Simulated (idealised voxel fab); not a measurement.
Process module under the name voxel capacitor over wiring
Cross-sectional view cut (width: 190 nm; square cell size: 5 nm).
Cross-section format: a grid of square cells, given as bands from top to bottom; each band is one or more rows of cells.
Heights first: top, then bottom, in nm. Then materials, left to right, each with a width in nm. "throughout" on a single material: fills the band edge to edge. "empty": empty space.
The reference from which all heights are counted is 0, the level beneath which the as-received wafer is entirely one material; the lowest band, having no lower bound, proceeds downward and is written after the example "0 and below".
A width given as "30..40" starts at the first number in the band's top row and ends at the second number in its bottom row, shifting by an equal amount at every step from row to row.
You'll sometimes find "nothing got changed" written for a step, and that's the way of saying that nowhere in the cross-section did a cell change during that step.
Enclosed voids (no open way to top), threshold 8 cells or more, entry "Closed internal cavities", notation width x height at distance, distance from left edge, nm.
Past the settings on a step's line: simulator remark, on that step.
overlay nm: for a step with a mask, the amount by which the mask lay right of where it was planned; a negative amount means left of it.

So here's the lineup of process steps we planned
1,RECEIVE,material Si
2,CONFORMAL_DEP,material SiO2,thk nm 15
3,DIRECTIONAL_DEP,material TiN,thk nm 5
4,DIRECTIONAL_DEP,material Ru,thk nm 15
5,PATTERN,tone cover,mask id METAL_1,material resist,width nm 30,pitch nm 95,thk nm 20,overlay nm 0
6,DIRECTIONAL_ETCH,etch materials Ru,depth nm 15
7,DIRECTIONAL_ETCH,etch materials TiN,depth nm 5
8,STRIP,etch materials resist
9,FILL_DEP,material lowk,thk nm 5
10,CMP,height nm 35
11,CONFORMAL_DEP,material SiCN,thk nm 5
12,DIRECTIONAL_DEP,material SiO2,thk nm 20
13,DIRECTIONAL_DEP,material aC,thk nm 10
14,PATTERN,tone open,mask id PLUG_1,material resist,width nm 15,thk nm 25,overlay nm 0
15,DIRECTIONAL_ETCH,etch materials aC,depth nm 10
16,STRIP,etch materials resist
17,DIRECTIONAL_ETCH,etch materials SiO2,depth nm 20
18,DIRECTIONAL_ETCH,etch materials SiCN,depth nm 5
19,STRIP,etch materials aC
20,EPI,material Ru,thk nm 10
21,EPI,material Ru,thk nm 10
22,EPI,material Ru,thk nm 5
23,DIRECTIONAL_DEP,material TiN,thk nm 5
24,DIRECTIONAL_DEP,material Al2O3,thk nm 5
25,DIRECTIONAL_DEP,material TiN,thk nm 10
26,DIRECTIONAL_DEP,material aC,thk nm 10
27,PATTERN,tone cover,mask id UPPER_PLATE,material resist,width nm 70,thk nm 25,overlay nm 0
28,DIRECTIONAL_ETCH,etch materials aC,depth nm 10
29,STRIP,etch materials resist
30,DIRECTIONAL_ETCH,etch materials TiN,depth nm 10
31,DIRECTIONAL_ETCH,etch materials Al2O3,depth nm 5
32,STRIP,etch materials aC
33,DIRECTIONAL_DEP,material aC,thk nm 15
34,PATTERN,tone cover,mask id LOWER_PLATE,material resist,width nm 80,thk nm 35,overlay nm 0
35,DIRECTIONAL_ETCH,etch materials aC,depth nm 15
36,STRIP,etch materials resist
37,DIRECTIONAL_ETCH,etch materials TiN,depth nm 5
38,STRIP,etch materials aC
39,FILL_DEP,material SiO2,thk nm 15
40,CMP,height nm 90
41,MASKED_ETCH,tone open,mask id PLUG_2,width nm 15,etch materials SiO2,depth nm 10,overlay nm 0
42,CONFORMAL_DEP,material TiN,thk nm 5
43,FILL_DEP,material W,thk nm 10
44,CMP,height nm 90
45,CONFORMAL_DEP,material SiCN,thk nm 5

As-received state of the wafer in cross-section, equivalent to post-step 1
	0 and below = Si throughout
	Closed internal cavities: none

What the wafer looks like in cross-section after this module, when it starts as shown above and follows the plan above but one mistake is made in running it
	95 down to 90 = SiCN throughout
	90 down to 85 = SiO2 55 | TiN 15 | SiO2 120
	85 down to 80 = SiO2 45 | TiN 5 | SiO2 5 | TiN 60 | SiO2 75
	80 down to 75 = SiO2 45 | TiN 70 | SiO2 75
	75 down to 70 = SiO2 45 | Al2O3 5 | TiN 5 | Al2O3 60 | SiO2 75
	70 down to 65 = Ru 50 | Al2O3 5 | Ru 135
	65 down to 60 = TiN 45 | Ru 15 | TiN 130
	60 down to 55 = SiO2 45 | TiN 15 | SiO2 130
	55 down to 40 = SiO2 45 | Ru 15 | SiO2 130
	40 down to 35 = SiCN 45 | Ru 15 | SiCN 130
	35 down to 20 = lowk 30 | Ru 30 | lowk 65 | Ru 30 | lowk 35
	20 down to 15 = lowk 30 | TiN 30 | lowk 65 | TiN 30 | lowk 35
	15 down to 0 = SiO2 throughout
	0 and below = Si throughout
	Closed internal cavities: none
The plan and the run diverged here: steps 22 and 23 of the plan were run in the wrong order, each in the other's place
